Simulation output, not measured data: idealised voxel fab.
Title: Process Module voxel air gaps
Xsec cut, 240 nm wide, square cell size 5 nm.
Cross-sections here: square-cell grids, written as top-down lists of bands, a band being one or more rows of cells.
Per band: top height and bottom height in nm, followed by the left-to-right materials and their widths in nm; "everywhere" marks a single material spanning edge to edge, "empty" marks empty space.
Heights are measured from 0, the level below which the as-received wafer is all one material; the lowest band has no bottom and continues downward, written as in "top 0, no bottom".
Width "30 to 40": first value at the band's top row of cells, second value at its bottom row, equal change from row to row.
Any step labelled "changes: none" changed none of the cells in the cross-section.
Enclosed voids (no open way to top), threshold 8 cells or more, entry "Voids, sealed", notation width x height at distance, distance from left edge, nm.
Read whatever lies past the settings on a step's line as the simulator's own remark about the step.
On any step carrying a mask, the "overlay nm" setting, if present on the step's line, tells how far right of its planned place the mask lay; negative values point to the left.

**Set out below are the planned steps of the process**
step 1: op RECEIVE | material Si
step 2: op CONFORMAL_DEP | material SiO2 | thk nm 15
step 3: op CONFORMAL_DEP | material SiCN | thk nm 5
step 4: op DIRECTIONAL_DEP | material lowk | thk nm 30
step 5: op PATTERN | tone open | mask id LINES | material resist | width nm 15 | pitch nm 45 | thk nm 20 | overlay nm 0
step 6: op DIRECTIONAL_ETCH | etch materials lowk | depth nm 30
step 7: op STRIP | etch materials resist
step 8: op CONFORMAL_DEP | material TiN | thk nm 5
step 9: op FILL_DEP | material Cu | thk nm 10
step 10: op CMP | height nm 50
step 11: op EPI | material Ru | thk nm 10
step 12: op SELECTIVE_ETCH | etch materials lowk | depth nm 40
step 13: op CONFORMAL_DEP | material SiCN | thk nm 5

**So this is the incoming wafer in cross-section - it's already been through step 1**
	top 0, no bottom  Si everywhere
	Voids, sealed: none

**What the wafer looks like in cross-section after this module, when it starts as shown above and follows the plan above but one mistake is made in running it**
	top 65, bottom 60  SiCN everywhere
	top 60, bottom 20  Ru everywhere
	top 20, bottom 15  SiCN everywhere
	top 15, bottom 0  SiO2 everywhere
	top 0, no bottom  Si everywhere
	Voids, sealed: none
So what did we get wrong on this run? planned and actual differ for step 4; actual: op DIRECTIONAL_DEP | material Ru | thk nm 30
